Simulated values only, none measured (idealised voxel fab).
The process module that follows is named voxel double patterning.
The width of the displayed cross-section, cut, is 280 nm; its cells are square, with a size of 5 nm.
Cross-sections here: square-cell grids, written as top-down lists of bands, a band being one or more rows of cells.
Each band's line starts with the height of the band's top and of its bottom, in nm. Then come its materials from left to right, each with its width in nm. One material with "full width" fills the band from edge to edge. "blank" is empty space.
Where do heights start? At 0: under that level the wafer as delivered is made of one material only. And the lowest band has no floor; it just carries on downward, as in "0..down".
The expression "30..40" gives the width at the extremes of the band, the first number at its top row of cells and the second at its bottom row, with the width changing by equal amounts from each row to the next in between.
Where the words "no modifications" appear for a step, the cross-section shows no cell changed by that step; every cell remained as before.
"Sealed cavities" enumerates empty spaces isolated from the top, with no open way to it, that contain at least 8 cells, giving each as width x height at distance from the left edge, all three in nm.
The remark found on a step's line after its settings is issued by the simulator itself and pertains to that step.
A step line may carry the setting "overlay nm", which, for steps involving a mask, states the distance by which the mask lay to the right of its intended position; negative values denote displacement to the left.

Steps in the process plan:
1 RECEIVE | material Si
2 CONFORMAL_DEP | material SiO2 | thk nm 5
3 DIRECTIONAL_DEP | material TiN | thk nm 20
4 DIRECTIONAL_DEP | material SiCN | thk nm 5
5 PATTERN | tone open | mask id FIRST | material resist | width nm 15 | pitch nm 50 | thk nm 15 | overlay nm 0
6 DIRECTIONAL_ETCH | etch materials SiCN | depth nm 5
7 STRIP | etch materials resist
8 PATTERN | tone open | mask id SECOND | material resist | width nm 15 | thk nm 15 | overlay nm 0
9 DIRECTIONAL_ETCH | etch materials SiCN | depth nm 5
10 STRIP | etch materials resist
11 DIRECTIONAL_ETCH | etch materials TiN | depth nm 20
12 STRIP | etch materials SiCN

Step 1 complete: cross-section of the wafer as received:
  0..down | Si full width
  Sealed cavities: none

Final cross-section, module run with one mistake (start and plan as above):
  25..5 | TiN 115 | blank 30 | TiN 20 | blank 15 | TiN 100
  5..0 | SiO2 full width
  0..down | Si full width
  Sealed cavities: none
Misprocessing identified: step 5 ran differently from the plan; actual operation with settings: PATTERN | tone open | mask id FIRST | material resist | width nm 15 | pitch nm 50 | thk nm 15 | overlay nm 10
